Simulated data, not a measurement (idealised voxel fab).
Process module, titled voxel transistor to metal
For reference, the cross-section in this document is cut, with width 150 nm and square cells of 5 nm.
How to read a cross-section here: the picture is a grid of square cells, written as bands going from the top down, and any band can span one or more rows of cells. Each band's line starts with the height of the band's top and of its bottom, in nm. Then come its materials from left to right, each with its width in nm. One material with "edge to edge" fills the band from edge to edge. "empty" is empty space. Measure heights from 0. That's the level where, below it, the as-received wafer is all one material. The lowest band is bottomless and extends downward; write it as in "0 and below". You'd read "30->40" like this: the band's top row of cells is as wide as the first number, its bottom row is as wide as the second, and going down, every row changes width by the same amount as the row before did. What does "remained unchanged" mean for a step? It means no cell of the cross-section changed in that step. "Closed internal cavities" means: voids of 8 cells or more that are shut off from the top with no open way through. Written width x height at distance, distance from the left edge, in nm. Heads up: the bit after the settings on a step's line is the simulator's remark on that step. "overlay nm", when on a step's line for a step with a mask, measures how far to the right of its planned place the mask lay; a negative measure means to the left.
List of planned process steps:
1 op RECEIVE | material Si
2 op CONFORMAL_DEP | material SiO2 | thk nm 5
3 op CONFORMAL_DEP | material SiN | thk nm 10
4 op PATTERN | tone cover | mask id ACTIVE | material resist | width nm 115 | thk nm 15 | overlay nm 0
5 op DIRECTIONAL_ETCH | etch materials SiN | depth nm 10
6 op DIRECTIONAL_ETCH | etch materials SiO2 | depth nm 5
7 op DIRECTIONAL_ETCH | etch materials Si | depth nm 20
8 op STRIP | etch materials resist
9 op FILL_DEP | material SiO2 | thk nm 15
10 op CMP | height nm 15
11 op SELECTIVE_ETCH | etch materials SiO2 | depth nm 10
12 op STRIP | etch materials SiN
13 op SELECTIVE_ETCH | etch materials SiO2 | depth nm 5
14 op OXIDIZE | depth nm 5
15 op DIRECTIONAL_DEP | material polySi | thk nm 20
16 op DIRECTIONAL_DEP | material SiCN | thk nm 10
17 op DIRECTIONAL_DEP | material aC | thk nm 10
18 op PATTERN | tone cover | mask id GATE | material resist | width nm 35 | thk nm 30 | overlay nm 0
19 op DIRECTIONAL_ETCH | etch materials aC | depth nm 10
20 op STRIP | etch materials resist
21 op DIRECTIONAL_ETCH | etch materials SiCN | depth nm 20
22 op DIRECTIONAL_ETCH | etch materials polySi | depth nm 30
23 op STRIP | etch materials aC
24 op CONFORMAL_DEP | material SiN | thk nm 5
25 op DIRECTIONAL_ETCH | etch materials SiN | depth nm 5
26 op DIRECTIONAL_ETCH | etch materials SiO2 | depth nm 5
27 op DIRECTIONAL_ETCH | etch materials Si | depth nm 5
28 op EPI | material SiGe | thk nm 10
29 op FILL_DEP | material SiO2 | thk nm 10
30 op CMP | height nm 20
31 op STRIP | etch materials polySi
32 op SELECTIVE_ETCH | etch materials SiO2 | depth nm 5
33 op CONFORMAL_DEP | material HfO2 | thk nm 5
34 op CONFORMAL_DEP | material TiN | thk nm 5
35 op FILL_DEP | material W | thk nm 5
36 op CMP | height nm 15
37 op DIRECTIONAL_DEP | material SiO2 | thk nm 10
38 op PATTERN | tone open | mask id CONTACT | material resist | width nm 15 | pitch nm 90 | thk nm 20 | overlay nm 0
39 op DIRECTIONAL_ETCH | etch materials SiO2 | depth nm 25
40 op STRIP | etch materials resist
41 op CONFORMAL_DEP | material TiN | thk nm 5
42 op FILL_DEP | material W | thk nm 5
43 op CMP | height nm 25
44 op CONFORMAL_DEP | material SiCN | thk nm 5
45 op DIRECTIONAL_DEP | material lowk | thk nm 20
46 op PATTERN | tone open | mask id METAL_1 | material resist | width nm 15 | pitch nm 90 | thk nm 15 | overlay nm 0
47 op DIRECTIONAL_ETCH | etch materials lowk | depth nm 20
48 op DIRECTIONAL_ETCH | etch materials SiCN | depth nm 5
49 op STRIP | etch materials resist
50 op CONFORMAL_DEP | material TiN | thk nm 5
51 op FILL_DEP | material Ru | thk nm 5
52 op CMP | height nm 50
53 op EPI | material Ru | thk nm 5
54 op FILL_DEP | material SiCN | thk nm 5
The first of a set of two wafers, run to plan:
This is the cross-section of the wafer as we received it, i.e. after step 1:
* 0 and below | Si edge to edge
* Closed internal cavities: none
Upon completion of step 2, the wafer appears in cross-section as shown:
* 5 down to 0 | SiO2 edge to edge
* Heights below 0 show no change.
Upon completion of step 3, the wafer appears in cross-section as shown:
* 15 down to 5 | SiN edge to edge
* Heights below 5 show no change.
Upon completion of step 4, the wafer appears in cross-section as shown:
* 30 down to 15 | empty=15, resist=115, empty=20
* Heights below 15 show no change.
Upon completion of step 5, the wafer appears in cross-section as shown:
* 30 down to 15 | empty=15, resist=115, empty=20
* 15 down to 5 | empty=15, SiN=115, empty=20
* Heights below 5 show no change.
Upon completion of step 6, the wafer appears in cross-section as shown:
* 30 down to 15 | empty=15, resist=115, empty=20
* 15 down to 5 | empty=15, SiN=115, empty=20
* 5 down to 0 | empty=15, SiO2=115, empty=20
* Heights below 0 show no change.
Upon completion of step 7, the wafer appears in cross-section as shown:
* 30 down to 15 | empty=15, resist=115, empty=20
* 15 down to 5 | empty=15, SiN=115, empty=20
* 5 down to 0 | empty=15, SiO2=115, empty=20
* 0 down to -20 | empty=15, Si=115, empty=20
* Heights below -20 show no change.
Upon completion of step 8, the wafer appears in cross-section as shown:
* 15 down to 5 | empty=15, SiN=115, empty=20
* Heights below 5 show no change.
Upon completion of step 9, the wafer appears in cross-section as shown:
* 30 down to 15 | SiO2 edge to edge
* 15 down to 5 | SiO2=15, SiN=115, SiO2=20
* 5 down to 0 | SiO2 edge to edge
* 0 down to -20 | SiO2=15, Si=115, SiO2=20
* Heights below -20 show no change.
Upon completion of step 10, the wafer appears in cross-section as shown:
* 15 down to 5 | SiO2=15, SiN=115, SiO2=20
* Heights below 5 show no change.
Upon completion of step 11, the wafer appears in cross-section as shown:
* 15 down to 5 | empty=15, SiN=115, empty=20
* Heights below 5 show no change.
Upon completion of step 12, the wafer appears in cross-section as shown:
* 5 down to 0 | SiO2 edge to edge
* Heights below 0 show no change.
Upon completion of step 13, the wafer appears in cross-section as shown:
* 0 down to -20 | SiO2=15, Si=115, SiO2=20
* Heights below -20 show no change.
Upon completion of step 14, the wafer appears in cross-section as shown:
* 0 down to -5 | SiO2 edge to edge
* Heights below -5 show no change.
Upon completion of step 15, the wafer appears in cross-section as shown:
* 20 down to 0 | polySi edge to edge
* Heights below 0 show no change.
Upon completion of step 16, the wafer appears in cross-section as shown:
* 30 down to 20 | SiCN edge to edge
* Heights below 20 show no change.
Upon completion of step 17, the wafer appears in cross-section as shown:
* 40 down to 30 | aC edge to edge
* Heights below 30 show no change.
Upon completion of step 18, the wafer appears in cross-section as shown:
* 70 down to 40 | empty=55, resist=35, empty=60
* Heights below 40 show no change.
Upon completion of step 19, the wafer appears in cross-section as shown:
* 60 down to 40 | empty=55, resist=35, empty=60
* 40 down to 30 | empty=55, aC=35, empty=60
* Heights below 30 show no change.
Upon completion of step 20, the wafer appears in cross-section as shown:
* 40 down to 30 | empty=55, aC=35, empty=60
* Heights below 30 show no change.
Upon completion of step 21, the wafer appears in cross-section as shown:
* 40 down to 30 | empty=55, aC=35, empty=60
* 30 down to 20 | empty=55, SiCN=35, empty=60
* Heights below 20 show no change.
Upon completion of step 22, the wafer appears in cross-section as shown:
* 40 down to 30 | empty=55, aC=35, empty=60
* 30 down to 20 | empty=55, SiCN=35, empty=60
* 20 down to 0 | empty=55, polySi=35, empty=60
* Heights below 0 show no change.
Upon completion of step 23, the wafer appears in cross-section as shown:
* 30 down to 20 | empty=55, SiCN=35, empty=60
* Heights below 20 show no change.
Upon completion of step 24, the wafer appears in cross-section as shown:
* 35 down to 30 | empty=50, SiN=45, empty=55
* 30 down to 20 | empty=50, SiN=5, SiCN=35, SiN=5, empty=55
* 20 down to 5 | empty=50, SiN=5, polySi=35, SiN=5, empty=55
* 5 down to 0 | SiN=55, polySi=35, SiN=60
* Heights below 0 show no change.
Upon completion of step 25, the wafer appears in cross-section as shown:
* 30 down to 20 | empty=50, SiN=5, SiCN=35, SiN=5, empty=55
* 20 down to 0 | empty=50, SiN=5, polySi=35, SiN=5, empty=55
* Heights below 0 show no change.
Upon completion of step 26, the wafer appears in cross-section as shown:
* 30 down to 20 | empty=50, SiN=5, SiCN=35, SiN=5, empty=55
* 20 down to 0 | empty=50, SiN=5, polySi=35, SiN=5, empty=55
* 0 down to -5 | empty=50, SiO2=45, empty=55
* Heights below -5 show no change.
Upon completion of step 27, the wafer appears in cross-section as shown:
* 30 down to 20 | empty=50, SiN=5, SiCN=35, SiN=5, empty=55
* 20 down to 0 | empty=50, SiN=5, polySi=35, SiN=5, empty=55
* 0 down to -5 | empty=50, SiO2=45, empty=55
* -5 down to -10 | SiO2=15, empty=35, Si=45, empty=35, SiO2=20
* Heights below -10 show no change.
Upon completion of step 28, the wafer appears in cross-section as shown:
* 30 down to 20 | empty=50, SiN=5, SiCN=35, SiN=5, empty=55
* 20 down to 5 | empty=50, SiN=5, polySi=35, SiN=5, empty=55
* 5 down to 0 | empty=40, SiGe=10, SiN=5, polySi=35, SiN=5, SiGe=10, empty=45
* 0 down to -5 | empty=10, SiGe=40, SiO2=45, SiGe=40, empty=15
* -5 down to -10 | SiO2=15, SiGe=35, Si=45, SiGe=35, SiO2=20
* Heights below -10 show no change.
Upon completion of step 29, the wafer appears in cross-section as shown:
* 40 down to 30 | SiO2 edge to edge
* 30 down to 20 | SiO2=50, SiN=5, SiCN=35, SiN=5, SiO2=55
* 20 down to 5 | SiO2=50, SiN=5, polySi=35, SiN=5, SiO2=55
* 5 down to 0 | SiO2=40, SiGe=10, SiN=5, polySi=35, SiN=5, SiGe=10, SiO2=45
* 0 down to -5 | SiO2=10, SiGe=40, SiO2=45, SiGe=40, SiO2=15
* Heights below -5 show no change.
Upon completion of step 30, the wafer appears in cross-section as shown:
* 20 down to 5 | SiO2=50, SiN=5, polySi=35, SiN=5, SiO2=55
* Heights below 5 show no change.
Upon completion of step 31, the wafer appears in cross-section as shown:
* 20 down to 5 | SiO2=50, SiN=5, empty=35, SiN=5, SiO2=55
* 5 down to 0 | SiO2=40, SiGe=10, SiN=5, empty=35, SiN=5, SiGe=10, SiO2=45
* Heights below 0 show no change.
Upon completion of step 32, the wafer appears in cross-section as shown:
* 20 down to 15 | empty=50, SiN=5, empty=35, SiN=5, empty=55
* 15 down to 5 | SiO2=50, SiN=5, empty=35, SiN=5, SiO2=55
* 5 down to 0 | SiO2=40, SiGe=10, SiN=5, empty=35, SiN=5, SiGe=10, SiO2=45
* 0 down to -5 | SiO2=10, SiGe=40, empty=45, SiGe=40, SiO2=15
* Heights below -5 show no change.
Upon completion of step 33, the wafer appears in cross-section as shown:
* 25 down to 20 | empty=45, HfO2=15, empty=25, HfO2=15, empty=50
* 20 down to 15 | HfO2=50, SiN=5, HfO2=5, empty=25, HfO2=5, SiN=5, HfO2=55
* 15 down to 5 | SiO2=50, SiN=5, HfO2=5, empty=25, HfO2=5, SiN=5, SiO2=55
* 5 down to 0 | SiO2=40, SiGe=10, SiN=5, HfO2=5, empty=25, HfO2=5, SiN=5, SiGe=10, SiO2=45
* 0 down to -5 | SiO2=10, SiGe=40, HfO2=45, SiGe=40, SiO2=15
* Heights below -5 show no change.
Upon completion of step 34, the wafer appears in cross-section as shown:
* 30 down to 25 | empty=40, TiN=25, empty=15, TiN=25, empty=45
* 25 down to 20 | TiN=45, HfO2=15, TiN=5, empty=15, TiN=5, HfO2=15, TiN=50
* 20 down to 15 | HfO2=50, SiN=5, HfO2=5, TiN=5, empty=15, TiN=5, HfO2=5, SiN=5, HfO2=55
* 15 down to 5 | SiO2=50, SiN=5, HfO2=5, TiN=5, empty=15, TiN=5, HfO2=5, SiN=5, SiO2=55
* 5 down to 0 | SiO2=40, SiGe=10, SiN=5, HfO2=5, TiN=25, HfO2=5, SiN=5, SiGe=10, SiO2=45
* Heights below 0 show no change.
Upon completion of step 35, the wafer appears in cross-section as shown:
* 35 down to 30 | W edge to edge
* 30 down to 25 | W=40, TiN=25, W=15, TiN=25, W=45
* 25 down to 20 | TiN=45, HfO2=15, TiN=5, W=15, TiN=5, HfO2=15, TiN=50
* 20 down to 15 | HfO2=50, SiN=5, HfO2=5, TiN=5, W=15, TiN=5, HfO2=5, SiN=5, HfO2=55
* 15 down to 5 | SiO2=50, SiN=5, HfO2=5, TiN=5, W=15, TiN=5, HfO2=5, SiN=5, SiO2=55
* Heights below 5 show no change.
Upon completion of step 36, the wafer appears in cross-section as shown:
* 15 down to 5 | SiO2=50, SiN=5, HfO2=5, TiN=5, W=15, TiN=5, HfO2=5, SiN=5, SiO2=55
* Heights below 5 show no change.
Upon completion of step 37, the wafer appears in cross-section as shown:
* 25 down to 15 | SiO2 edge to edge
* Heights below 15 show no change.
Upon completion of step 38, the wafer appears in cross-section as shown:
* 45 down to 25 | resist=20, empty=15, resist=75, empty=15, resist=25
* Heights below 25 show no change.
Upon completion of step 39, the wafer appears in cross-section as shown:
* 45 down to 25 | resist=20, empty=15, resist=75, empty=15, resist=25
* 25 down to 15 | SiO2=20, empty=15, SiO2=75, empty=15, SiO2=25
* 15 down to 5 | SiO2=20, empty=15, SiO2=15, SiN=5, HfO2=5, TiN=5, W=15, TiN=5, HfO2=5, SiN=5, SiO2=15, empty=15, SiO2=25
* 5 down to 0 | SiO2=20, empty=15, SiO2=5, SiGe=10, SiN=5, HfO2=5, TiN=25, HfO2=5, SiN=5, SiGe=10, SiO2=5, empty=15, SiO2=25
* Heights below 0 show no change.
Upon completion of step 40, the wafer appears in cross-section as shown:
* 25 down to 15 | SiO2=20, empty=15, SiO2=75, empty=15, SiO2=25
* Heights below 15 show no change.
Upon completion of step 41, the wafer appears in cross-section as shown:
* 30 down to 25 | TiN=25, empty=5, TiN=85, empty=5, TiN=30
* 25 down to 15 | SiO2=20, TiN=5, empty=5, TiN=5, SiO2=75, TiN=5, empty=5, TiN=5, SiO2=25
* 15 down to 5 | SiO2=20, TiN=5, empty=5, TiN=5, SiO2=15, SiN=5, HfO2=5, TiN=5, W=15, TiN=5, HfO2=5, SiN=5, SiO2=15, TiN=5, empty=5, TiN=5, SiO2=25
* 5 down to 0 | SiO2=20, TiN=15, SiO2=5, SiGe=10, SiN=5, HfO2=5, TiN=25, HfO2=5, SiN=5, SiGe=10, SiO2=5, TiN=15, SiO2=25
* Heights below 0 show no change.
Upon completion of step 42, the wafer appears in cross-section as shown:
* 35 down to 30 | W edge to edge
* 30 down to 25 | TiN=25, W=5, TiN=85, W=5, TiN=30
* 25 down to 15 | SiO2=20, TiN=5, W=5, TiN=5, SiO2=75, TiN=5, W=5, TiN=5, SiO2=25
* 15 down to 5 | SiO2=20, TiN=5, W=5, TiN=5, SiO2=15, SiN=5, HfO2=5, TiN=5, W=15, TiN=5, HfO2=5, SiN=5, SiO2=15, TiN=5, W=5, TiN=5, SiO2=25
* Heights below 5 show no change.
Upon completion of step 43, the wafer appears in cross-section as shown:
* 25 down to 15 | SiO2=20, TiN=5, W=5, TiN=5, SiO2=75, TiN=5, W=5, TiN=5, SiO2=25
* Heights below 15 show no change.
Upon completion of step 44, the wafer appears in cross-section as shown:
* 30 down to 25 | SiCN edge to edge
* Heights below 25 show no change.
Upon completion of step 45, the wafer appears in cross-section as shown:
* 50 down to 30 | lowk edge to edge
* Heights below 30 show no change.
Upon completion of step 46, the wafer appears in cross-section as shown:
* 65 down to 50 | resist=20, empty=15, resist=75, empty=15, resist=25
* Heights below 50 show no change.
Upon completion of step 47, the wafer appears in cross-section as shown:
* 65 down to 50 | resist=20, empty=15, resist=75, empty=15, resist=25
* 50 down to 30 | lowk=20, empty=15, lowk=75, empty=15, lowk=25
* Heights below 30 show no change.
Upon completion of step 48, the wafer appears in cross-section as shown:
* 65 down to 50 | resist=20, empty=15, resist=75, empty=15, resist=25
* 50 down to 30 | lowk=20, empty=15, lowk=75, empty=15, lowk=25
* 30 down to 25 | SiCN=20, empty=15, SiCN=75, empty=15, SiCN=25
* Heights below 25 show no change.
Upon completion of step 49, the wafer appears in cross-section as shown:
* 50 down to 30 | lowk=20, empty=15, lowk=75, empty=15, lowk=25
* Heights below 30 show no change.
Upon completion of step 50, the wafer appears in cross-section as shown:
* 55 down to 50 | TiN=25, empty=5, TiN=85, empty=5, TiN=30
* 50 down to 30 | lowk=20, TiN=5, empty=5, TiN=5, lowk=75, TiN=5, empty=5, TiN=5, lowk=25
* 30 down to 25 | SiCN=20, TiN=15, SiCN=75, TiN=15, SiCN=25
* Heights below 25 show no change.
Upon completion of step 51, the wafer appears in cross-section as shown:
* 60 down to 55 | Ru edge to edge
* 55 down to 50 | TiN=25, Ru=5, TiN=85, Ru=5, TiN=30
* 50 down to 30 | lowk=20, TiN=5, Ru=5, TiN=5, lowk=75, TiN=5, Ru=5, TiN=5, lowk=25
* Heights below 30 show no change.
Upon completion of step 52, the wafer appears in cross-section as shown:
* 50 down to 30 | lowk=20, TiN=5, Ru=5, TiN=5, lowk=75, TiN=5, Ru=5, TiN=5, lowk=25
* Heights below 30 show no change.
Upon completion of step 53, the wafer appears in cross-section as shown:
* 55 down to 50 | empty=15, Ru=25, empty=65, Ru=25, empty=20
* Heights below 50 show no change.
Upon completion of step 54, the wafer appears in cross-section as shown:
* 60 down to 55 | SiCN edge to edge
* 55 down to 50 | SiCN=15, Ru=25, SiCN=65, Ru=25, SiCN=20
* Heights below 50 show no change.
Second Wafer (Identical Start and Plan, One Processing Error; Matches First Wafer Through Step 6):
Second wafer, cross-section, planned end of step 7:
* 30 down to 15 | empty=15, resist=115, empty=20
* 15 down to 5 | empty=15, SiN=115, empty=20
* 5 down to 0 | empty=15, SiO2=115, empty=20
* 0 down to -40 | empty=15, Si=115, empty=20
* Heights below -40 show no change.
Second wafer, cross-section, planned end of step 8:
* 15 down to 5 | empty=15, SiN=115, empty=20
* Heights below 5 show no change.
Second wafer, cross-section, planned end of step 9:
* 30 down to 15 | SiO2 edge to edge
* 15 down to 5 | SiO2=15, SiN=115, SiO2=20
* 5 down to 0 | SiO2 edge to edge
* 0 down to -40 | SiO2=15, Si=115, SiO2=20
* Heights below -40 show no change.
Second wafer, cross-section, planned end of step 10:
* 15 down to 5 | SiO2=15, SiN=115, SiO2=20
* Heights below 5 show no change.
Second wafer, cross-section, planned end of step 11:
* 15 down to 5 | empty=15, SiN=115, empty=20
* Heights below 5 show no change.
Second wafer, cross-section, planned end of step 12:
* 5 down to 0 | SiO2 edge to edge
* Heights below 0 show no change.
Second wafer, cross-section, planned end of step 13:
* 0 down to -40 | SiO2=15, Si=115, SiO2=20
* Heights below -40 show no change.
Second wafer, cross-section, planned end of step 14:
* 0 down to -5 | SiO2 edge to edge
* Heights below -5 show no change.
Second wafer, cross-section, planned end of step 15:
* 20 down to 0 | polySi edge to edge
* Heights below 0 show no change.
Second wafer, cross-section, planned end of step 16:
* 30 down to 20 | SiCN edge to edge
* Heights below 20 show no change.
Second wafer, cross-section, planned end of step 17:
* 40 down to 30 | aC edge to edge
* Heights below 30 show no change.
Second wafer, cross-section, planned end of step 18:
* 70 down to 40 | empty=55, resist=35, empty=60
* Heights below 40 show no change.
Second wafer, cross-section, planned end of step 19:
* 60 down to 40 | empty=55, resist=35, empty=60
* 40 down to 30 | empty=55, aC=35, empty=60
* Heights below 30 show no change.
Second wafer, cross-section, planned end of step 20:
* 40 down to 30 | empty=55, aC=35, empty=60
* Heights below 30 show no change.
Second wafer, cross-section, planned end of step 21:
* 40 down to 30 | empty=55, aC=35, empty=60
* 30 down to 20 | empty=55, SiCN=35, empty=60
* Heights below 20 show no change.
Second wafer, cross-section, planned end of step 22:
* 40 down to 30 | empty=55, aC=35, empty=60
* 30 down to 20 | empty=55, SiCN=35, empty=60
* 20 down to 0 | empty=55, polySi=35, empty=60
* Heights below 0 show no change.
Second wafer, cross-section, planned end of step 23:
* 30 down to 20 | empty=55, SiCN=35, empty=60
* Heights below 20 show no change.
Second wafer, cross-section, planned end of step 24:
* 35 down to 30 | empty=50, SiN=45, empty=55
* 30 down to 20 | empty=50, SiN=5, SiCN=35, SiN=5, empty=55
* 20 down to 5 | empty=50, SiN=5, polySi=35, SiN=5, empty=55
* 5 down to 0 | SiN=55, polySi=35, SiN=60
* Heights below 0 show no change.
Second wafer, cross-section, planned end of step 25:
* 30 down to 20 | empty=50, SiN=5, SiCN=35, SiN=5, empty=55
* 20 down to 0 | empty=50, SiN=5, polySi=35, SiN=5, empty=55
* Heights below 0 show no change.
Second wafer, cross-section, planned end of step 26:
* 30 down to 20 | empty=50, SiN=5, SiCN=35, SiN=5, empty=55
* 20 down to 0 | empty=50, SiN=5, polySi=35, SiN=5, empty=55
* 0 down to -5 | empty=50, SiO2=45, empty=55
* Heights below -5 show no change.
Second wafer, cross-section, planned end of step 27:
* 30 down to 20 | empty=50, SiN=5, SiCN=35, SiN=5, empty=55
* 20 down to 0 | empty=50, SiN=5, polySi=35, SiN=5, empty=55
* 0 down to -5 | empty=50, SiO2=45, empty=55
* -5 down to -10 | SiO2=15, empty=35, Si=45, empty=35, SiO2=20
* Heights below -10 show no change.
Second wafer, cross-section, planned end of step 28:
* 30 down to 20 | empty=50, SiN=5, SiCN=35, SiN=5, empty=55
* 20 down to 5 | empty=50, SiN=5, polySi=35, SiN=5, empty=55
* 5 down to 0 | empty=40, SiGe=10, SiN=5, polySi=35, SiN=5, SiGe=10, empty=45
* 0 down to -5 | empty=10, SiGe=40, SiO2=45, SiGe=40, empty=15
* -5 down to -10 | SiO2=15, SiGe=35, Si=45, SiGe=35, SiO2=20
* Heights below -10 show no change.
Second wafer, cross-section, planned end of step 29:
* 40 down to 30 | SiO2 edge to edge
* 30 down to 20 | SiO2=50, SiN=5, SiCN=35, SiN=5, SiO2=55
* 20 down to 5 | SiO2=50, SiN=5, polySi=35, SiN=5, SiO2=55
* 5 down to 0 | SiO2=40, SiGe=10, SiN=5, polySi=35, SiN=5, SiGe=10, SiO2=45
* 0 down to -5 | SiO2=10, SiGe=40, SiO2=45, SiGe=40, SiO2=15
* Heights below -5 show no change.
Second wafer, cross-section, planned end of step 30:
* 20 down to 5 | SiO2=50, SiN=5, polySi=35, SiN=5, SiO2=55
* Heights below 5 show no change.
Second wafer, cross-section, planned end of step 31:
* 20 down to 5 | SiO2=50, SiN=5, empty=35, SiN=5, SiO2=55
* 5 down to 0 | SiO2=40, SiGe=10, SiN=5, empty=35, SiN=5, SiGe=10, SiO2=45
* Heights below 0 show no change.
Second wafer, cross-section, planned end of step 32:
* 20 down to 15 | empty=50, SiN=5, empty=35, SiN=5, empty=55
* 15 down to 5 | SiO2=50, SiN=5, empty=35, SiN=5, SiO2=55
* 5 down to 0 | SiO2=40, SiGe=10, SiN=5, empty=35, SiN=5, SiGe=10, SiO2=45
* 0 down to -5 | SiO2=10, SiGe=40, empty=45, SiGe=40, SiO2=15
* Heights below -5 show no change.
Second wafer, cross-section, planned end of step 33:
* 25 down to 20 | empty=45, HfO2=15, empty=25, HfO2=15, empty=50
* 20 down to 15 | HfO2=50, SiN=5, HfO2=5, empty=25, HfO2=5, SiN=5, HfO2=55
* 15 down to 5 | SiO2=50, SiN=5, HfO2=5, empty=25, HfO2=5, SiN=5, SiO2=55
* 5 down to 0 | SiO2=40, SiGe=10, SiN=5, HfO2=5, empty=25, HfO2=5, SiN=5, SiGe=10, SiO2=45
* 0 down to -5 | SiO2=10, SiGe=40, HfO2=45, SiGe=40, SiO2=15
* Heights below -5 show no change.
Second wafer, cross-section, planned end of step 34:
* 30 down to 25 | empty=40, TiN=25, empty=15, TiN=25, empty=45
* 25 down to 20 | TiN=45, HfO2=15, TiN=5, empty=15, TiN=5, HfO2=15, TiN=50
* 20 down to 15 | HfO2=50, SiN=5, HfO2=5, TiN=5, empty=15, TiN=5, HfO2=5, SiN=5, HfO2=55
* 15 down to 5 | SiO2=50, SiN=5, HfO2=5, TiN=5, empty=15, TiN=5, HfO2=5, SiN=5, SiO2=55
* 5 down to 0 | SiO2=40, SiGe=10, SiN=5, HfO2=5, TiN=25, HfO2=5, SiN=5, SiGe=10, SiO2=45
* Heights below 0 show no change.
Second wafer, cross-section, planned end of step 35:
* 35 down to 30 | W edge to edge
* 30 down to 25 | W=40, TiN=25, W=15, TiN=25, W=45
* 25 down to 20 | TiN=45, HfO2=15, TiN=5, W=15, TiN=5, HfO2=15, TiN=50
* 20 down to 15 | HfO2=50, SiN=5, HfO2=5, TiN=5, W=15, TiN=5, HfO2=5, SiN=5, HfO2=55
* 15 down to 5 | SiO2=50, SiN=5, HfO2=5, TiN=5, W=15, TiN=5, HfO2=5, SiN=5, SiO2=55
* Heights below 5 show no change.
Second wafer, cross-section, planned end of step 36:
* 15 down to 5 | SiO2=50, SiN=5, HfO2=5, TiN=5, W=15, TiN=5, HfO2=5, SiN=5, SiO2=55
* Heights below 5 show no change.
Second wafer, cross-section, planned end of step 37:
* 25 down to 15 | SiO2 edge to edge
* Heights below 15 show no change.
Second wafer, cross-section, planned end of step 38:
* 45 down to 25 | resist=20, empty=15, resist=75, empty=15, resist=25
* Heights below 25 show no change.
Second wafer, cross-section, planned end of step 39:
* 45 down to 25 | resist=20, empty=15, resist=75, empty=15, resist=25
* 25 down to 15 | SiO2=20, empty=15, SiO2=75, empty=15, SiO2=25
* 15 down to 5 | SiO2=20, empty=15, SiO2=15, SiN=5, HfO2=5, TiN=5, W=15, TiN=5, HfO2=5, SiN=5, SiO2=15, empty=15, SiO2=25
* 5 down to 0 | SiO2=20, empty=15, SiO2=5, SiGe=10, SiN=5, HfO2=5, TiN=25, HfO2=5, SiN=5, SiGe=10, SiO2=5, empty=15, SiO2=25
* Heights below 0 show no change.
Second wafer, cross-section, planned end of step 40:
* 25 down to 15 | SiO2=20, empty=15, SiO2=75, empty=15, SiO2=25
* Heights below 15 show no change.
Second wafer, cross-section, planned end of step 41:
* 30 down to 25 | TiN=25, empty=5, TiN=85, empty=5, TiN=30
* 25 down to 15 | SiO2=20, TiN=5, empty=5, TiN=5, SiO2=75, TiN=5, empty=5, TiN=5, SiO2=25
* 15 down to 5 | SiO2=20, TiN=5, empty=5, TiN=5, SiO2=15, SiN=5, HfO2=5, TiN=5, W=15, TiN=5, HfO2=5, SiN=5, SiO2=15, TiN=5, empty=5, TiN=5, SiO2=25
* 5 down to 0 | SiO2=20, TiN=15, SiO2=5, SiGe=10, SiN=5, HfO2=5, TiN=25, HfO2=5, SiN=5, SiGe=10, SiO2=5, TiN=15, SiO2=25
* Heights below 0 show no change.
Second wafer, cross-section, planned end of step 42:
* 35 down to 30 | W edge to edge
* 30 down to 25 | TiN=25, W=5, TiN=85, W=5, TiN=30
* 25 down to 15 | SiO2=20, TiN=5, W=5, TiN=5, SiO2=75, TiN=5, W=5, TiN=5, SiO2=25
* 15 down to 5 | SiO2=20, TiN=5, W=5, TiN=5, SiO2=15, SiN=5, HfO2=5, TiN=5, W=15, TiN=5, HfO2=5, SiN=5, SiO2=15, TiN=5, W=5, TiN=5, SiO2=25
* Heights below 5 show no change.
Second wafer, cross-section, planned end of step 43:
* 25 down to 15 | SiO2=20, TiN=5, W=5, TiN=5, SiO2=75, TiN=5, W=5, TiN=5, SiO2=25
* Heights below 15 show no change.
Second wafer, cross-section, planned end of step 44:
* 30 down to 25 | SiCN edge to edge
* Heights below 25 show no change.
Second wafer, cross-section, planned end of step 45:
* 50 down to 30 | lowk edge to edge
* Heights below 30 show no change.
Second wafer, cross-section, planned end of step 46:
* 65 down to 50 | resist=20, empty=15, resist=75, empty=15, resist=25
* Heights below 50 show no change.
Second wafer, cross-section, planned end of step 47:
* 65 down to 50 | resist=20, empty=15, resist=75, empty=15, resist=25
* 50 down to 30 | lowk=20, empty=15, lowk=75, empty=15, lowk=25
* Heights below 30 show no change.
Second wafer, cross-section, planned end of step 48:
* 65 down to 50 | resist=20, empty=15, resist=75, empty=15, resist=25
* 50 down to 30 | lowk=20, empty=15, lowk=75, empty=15, lowk=25
* 30 down to 25 | SiCN=20, empty=15, SiCN=75, empty=15, SiCN=25
* Heights below 25 show no change.
Second wafer, cross-section, planned end of step 49:
* 50 down to 30 | lowk=20, empty=15, lowk=75, empty=15, lowk=25
* Heights below 30 show no change.
Second wafer, cross-section, planned end of step 50:
* 55 down to 50 | TiN=25, empty=5, TiN=85, empty=5, TiN=30
* 50 down to 30 | lowk=20, TiN=5, empty=5, TiN=5, lowk=75, TiN=5, empty=5, TiN=5, lowk=25
* 30 down to 25 | SiCN=20, TiN=15, SiCN=75, TiN=15, SiCN=25
* Heights below 25 show no change.
Second wafer, cross-section, planned end of step 51:
* 60 down to 55 | Ru edge to edge
* 55 down to 50 | TiN=25, Ru=5, TiN=85, Ru=5, TiN=30
* 50 down to 30 | lowk=20, TiN=5, Ru=5, TiN=5, lowk=75, TiN=5, Ru=5, TiN=5, lowk=25
* Heights below 30 show no change.
Second wafer, cross-section, planned end of step 52:
* 50 down to 30 | lowk=20, TiN=5, Ru=5, TiN=5, lowk=75, TiN=5, Ru=5, TiN=5, lowk=25
* Heights below 30 show no change.
Second wafer, cross-section, planned end of step 53:
* 55 down to 50 | empty=15, Ru=25, empty=65, Ru=25, empty=20
* Heights below 50 show no change.
Second wafer, cross-section, planned end of step 54:
* 60 down to 55 | SiCN edge to edge
* 55 down to 50 | SiCN=15, Ru=25, SiCN=65, Ru=25, SiCN=20
* Heights below 50 show no change.
Against the plan, the run slipped here: step 7 of the plan was carried out twice
Final tally in cells, some materials are higher or lower on the second wafer than on the first: Si -28; SiO2 +28
